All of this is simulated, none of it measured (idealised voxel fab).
process module | voxel quadruple lines
cross-section cut | 170 nm wide | cells 5 nm
A cross-section is a grid of square cells, given in bands from the top down. A band is one or more rows of cells.
Each band's line starts with the height of the band's top and of its bottom, in nm. Then come its materials from left to right, each with its width in nm. One material with "throughout" fills the band from edge to edge. "air" is empty space.
Height 0 is the level under which the wafer as received is all one material. The lowest band goes on downwards, as in "0 down".
A width such as "30 to 40" changes by the same amount from each row of cells to the next, from the band's top row to its bottom row.
"no change" after a step means that no cell of the cross-section changed.
closed voids: empty space of 8 cells or more with no open way to the top, each as width x height at its distance from the left edge, in nm
after a step's settings: what the simulator itself notes on the step
overlay nm, on a step with a mask: how far to the right of its planned place the mask lay; to the left if negative
plan
1 op RECEIVE | material Si
2 op CONFORMAL_DEP | material Al2O3 | thk nm 5
3 op DIRECTIONAL_DEP | material W | thk nm 10
4 op DIRECTIONAL_DEP | material polySi | thk nm 15
5 op DIRECTIONAL_DEP | material aC | thk nm 25
6 op PATTERN | tone cover | mask id MANDREL | material resist | width nm 20 | thk nm 35 | overlay nm 0
7 op DIRECTIONAL_ETCH | etch materials aC | depth nm 25
8 op STRIP | etch materials resist
9 op CONFORMAL_DEP | material SiO2 | thk nm 10
10 op DIRECTIONAL_ETCH | etch materials SiO2 | depth nm 10
11 op STRIP | etch materials aC
12 op DIRECTIONAL_ETCH | etch materials polySi | depth nm 15
13 op STRIP | etch materials SiO2
14 op CONFORMAL_DEP | material SiCN | thk nm 10
15 op DIRECTIONAL_ETCH | etch materials SiCN | depth nm 10
16 op STRIP | etch materials polySi
17 op DIRECTIONAL_ETCH | etch materials W | depth nm 10
18 op STRIP | etch materials SiCN
19 op FILL_DEP | material lowk | thk nm 10
20 op CMP | height nm 15
varied across the wafers: width nm of step 6. The plan shows the first wafer's value. All wafers start alike
first wafer as received, after step 1
  0 down: Si throughout
  closed voids: none
each wafer at the end: cells of each material gained (+) or lost (-) since it was received, then its closed voids
width nm 20 | +34 Al2O3 | +16 W | +52 lowk | closed voids: none
width nm 25 | +34 Al2O3 | +16 W | +52 lowk | closed voids: none
width nm 30 | +34 Al2O3 | +16 W | +52 lowk | closed voids: none
width nm 35 | +34 Al2O3 | +16 W | +52 lowk | closed voids: none
width nm 40 | +34 Al2O3 | +16 W | +52 lowk | closed voids: none
width nm 45 | +34 Al2O3 | +16 W | +52 lowk | closed voids: none
